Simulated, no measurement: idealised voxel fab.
process module | voxel gate over fins
Square cell edge 5 nm, section width 260 nm, ID cut.
A cross-section is written here as square cells arranged in a grid, and it is given in bands from the top down, each band taking up one or more rows of cells.
The band entry comprises the height of the band's top followed by the height of its bottom, expressed in nm, and subsequently the band's materials from left to right, each stated together with its width in nm. Where a single material is marked with the word "full width", that material fills the band from edge to edge. The word "empty" represents empty space.
Zero point of the height axis is 0; under it, received wafer = one material. Lowest band: continues down indefinitely, "0 nm and below".
Top row gets the first number, bottom row gets the second, and each row in between changes by the same step: that is how a band width like "30..40" works.
"remained unchanged", as given for a step, is the statement that not any cell of the cross-section underwent a change during that step.
This entry, "Fully sealed cavities", enumerates those empty regions of no fewer than 8 cells that possess no open connection to the top. Each region is reported in the form width x height at distance, the distance being taken from the left edge, with all three quantities expressed in nm.
It should be noted that, on the line of a given step, the content following the step's settings is a remark produced by the simulator itself with respect to that step.
On any step carrying a mask, the "overlay nm" setting, if present on the step's line, tells how far right of its planned place the mask lay; negative values point to the left.

The planned process steps are enumerated hereunder:
step 1: RECEIVE [material Si]
step 2: CONFORMAL_DEP [material SiN] [thk nm 5]
step 3: MASKED_ETCH [tone cover] [mask id FINS] [width nm 15] [pitch nm 35] [etch materials SiN] [depth nm 5] [overlay nm 0]
step 4: MASKED_ETCH [tone cover] [mask id FINS] [width nm 15] [pitch nm 35] [etch materials Si] [depth nm 35] [overlay nm 0]
step 5: OXIDIZE [depth nm 5]
step 6: FILL_DEP [material SiO2] [thk nm 15]
step 7: CMP [height nm 5]
step 8: SELECTIVE_ETCH [etch materials SiO2] [depth nm 20]
step 9: STRIP [etch materials SiN]
step 10: CONFORMAL_DEP [material HfO2] [thk nm 5]
step 11: CONFORMAL_DEP [material TiN] [thk nm 5]
step 12: CONFORMAL_DEP [material TiAl] [thk nm 5]
step 13: CONFORMAL_DEP [material TiN] [thk nm 5]
step 14: FILL_DEP [material W] [thk nm 15]
step 15: CMP [height nm 30]
step 16: CONFORMAL_DEP [material SiN] [thk nm 10]

Incoming wafer in cross-section (state: after step 1):
	0 nm and below | Si full width
	Fully sealed cavities: none

Below is the wafer in cross-section after the module was completed. It began from the starting point shown above and followed the plan shown above, except that one mistake was made while running it:
	40 nm to 30 nm | SiN full width
	30 nm to 20 nm | W full width
	20 nm to 15 nm | 90 of W; 80 of TiN; 90 of W
	15 nm to 10 nm | 90 of W; 5 of TiN; 70 of TiAl; 5 of TiN; 90 of W
	10 nm to 5 nm | 90 of W; 5 of TiN; 5 of TiAl; 25 of TiN; 10 of TiAl; 25 of TiN; 5 of TiAl; 5 of TiN; 90 of W
	5 nm to 0 nm | 95 of TiN; 5 of TiAl; 5 of TiN; 15 of HfO2; 5 of TiN; 10 of TiAl; 5 of TiN; 15 of HfO2; 5 of TiN; 5 of TiAl; 95 of TiN
	0 nm to -5 nm | 100 of TiAl; 5 of TiN; 5 of HfO2; 5 of Si; 5 of HfO2; 5 of TiN; 10 of TiAl; 5 of TiN; 5 of HfO2; 5 of Si; 5 of HfO2; 5 of TiN; 100 of TiAl
	-5 nm to -10 nm | 105 of TiN; 5 of HfO2; 5 of Si; 5 of HfO2; 20 of TiN; 5 of HfO2; 5 of Si; 5 of HfO2; 105 of TiN
	-10 nm to -15 nm | 110 of HfO2; 5 of Si; 30 of HfO2; 5 of Si; 110 of HfO2
	-15 nm to -75 nm | 110 of SiO2; 5 of Si; 30 of SiO2; 5 of Si; 110 of SiO2
	-75 nm and below | Si full width
	Fully sealed cavities: none
Finding, execution versus plan: step 4 was run twice
